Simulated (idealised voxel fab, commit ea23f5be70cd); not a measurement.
This is a process module. Its name is voxel self aligned contacts.
215 nm wide, 5 nm square cells: that's cross-section cut.
Cross-section, as written here: a square-cell grid given band by band from the top down, where a band holds one or more rows of cells.
First you get the band's top height and its bottom height, in nm, and then the materials it's made of, left to right, with each width in nm. If you see a single material with "throughout", that one covers the band edge to edge. "empty" is empty space.
Zero point of the height axis is 0; under it, received wafer = one material. Lowest band: continues down indefinitely, "0 nm and below".
A width given as "30..40" starts at the first number in the band's top row and ends at the second number in its bottom row, shifting by an equal amount at every step from row to row.
Take "no change" at face value: in the step it is given for, the cross-section changed in none of its cells.
Reported under the label "Enclosed voids" are the empty spaces having no open way to the top and comprising 8 cells or more; the notation for each is width x height at distance, in which the distance is measured from the left edge and all three values are in nm.
after a step's settings: what the simulator itself notes on the step
Among the settings permitted on a step's line is "overlay nm"; applied to a step with a mask, it specifies the extent to which the mask lay to the right of its planned position, whereas a negative figure signifies a position to the left.

The steps planned for the process are as follows
| 1 | RECEIVE: material Si |
| 2 | OXIDIZE: depth nm 5 |
| 3 | DIRECTIONAL_DEP: material polySi, thk nm 20 |
| 4 | DIRECTIONAL_DEP: material SiN, thk nm 15 |
| 5 | DIRECTIONAL_DEP: material aC, thk nm 15 |
| 6 | PATTERN: tone cover, mask id GATE, material resist, width nm 30, pitch nm 65, thk nm 30, overlay nm 0 |
| 7 | DIRECTIONAL_ETCH: etch materials aC, depth nm 15 |
| 8 | STRIP: etch materials resist |
| 9 | DIRECTIONAL_ETCH: etch materials SiN, depth nm 15 |
| 10 | DIRECTIONAL_ETCH: etch materials polySi, depth nm 20 |
| 11 | STRIP: etch materials aC |
| 12 | CONFORMAL_DEP: material SiN, thk nm 5 |
| 13 | DIRECTIONAL_ETCH: etch materials SiN, depth nm 5 |
| 14 | FILL_DEP: material SiO2, thk nm 15 |
| 15 | CMP: height nm 45 |
| 16 | DIRECTIONAL_DEP: material aC, thk nm 10 |
| 17 | PATTERN: tone open, mask id CONTACT, material resist, width nm 45, pitch nm 65, thk nm 25, overlay nm 0 |
| 18 | DIRECTIONAL_ETCH: etch materials aC, depth nm 10 |
| 19 | STRIP: etch materials resist |
| 20 | DIRECTIONAL_ETCH: etch materials SiO2, depth nm 50 |
| 21 | STRIP: etch materials aC |
| 22 | CONFORMAL_DEP: material TiN, thk nm 5 |
| 23 | FILL_DEP: material W, thk nm 5 |
| 24 | CMP: height nm 45 |
| 25 | CONFORMAL_DEP: material SiN, thk nm 5 |

So this is the incoming wafer in cross-section - it's already been through step 1
    0 nm and below = Si throughout
    Enclosed voids: none

Cross-section: first of two wafers, module finished, run according to plan
    50 nm to 45 nm = SiN throughout
    45 nm to 35 nm = SiO2=50, TiN=5..15, W=35..15, TiN=5..15, SiO2=20, TiN=5..15, W=35..15, TiN=5..15, SiO2=55
    35 nm to 20 nm = SiO2=20, SiN=40, TiN=5, W=15, TiN=5, SiN=40, TiN=5, W=15, TiN=5, SiN=40, SiO2=25
    20 nm to 0 nm = SiO2=20, SiN=5, polySi=30, SiN=5, TiN=5, W=15, TiN=5, SiN=5, polySi=30, SiN=5, TiN=5, W=15, TiN=5, SiN=5, polySi=30, SiN=5, SiO2=25
    0 nm to -5 nm = SiO2=60, TiN=25, SiO2=40, TiN=25, SiO2=65
    -5 nm and below = Si throughout
    Enclosed voids: none

Here is the second of the two wafers cut open at the end of the module - same start, same plan as the first one, but we made one mistake running it
    50 nm to 45 nm = SiN throughout
    45 nm to 40 nm = SiO2=50, TiN=5, W=35, TiN=5, SiO2=20, TiN=5, W=35, TiN=5, SiO2=55
    40 nm to 35 nm = SiO2=50, TiN=45, SiO2=20, TiN=45, SiO2=55
    35 nm to 20 nm = SiN=30, SiO2=20, SiN=45, SiO2=20, SiN=45, SiO2=20, SiN=35
    20 nm to 0 nm = polySi=25, SiN=5, SiO2=20, SiN=5, polySi=35, SiN=5, SiO2=20, SiN=5, polySi=35, SiN=5, SiO2=20, SiN=5, polySi=30
    0 nm to -5 nm = SiO2 throughout
    -5 nm and below = Si throughout
    Enclosed voids: none
Where did the run depart from the plan? step 6 went in with a setting other than planned; the actual run was PATTERN: tone open, mask id GATE, material resist, width nm 30, pitch nm 65, thk nm 30, overlay nm 0
Final difference in cells, second wafer against first, listed per material as more or fewer: SiN: 21 more; SiO2: 31 more; TiN: 32 fewer; W: 48 fewer; polySi: 28 more
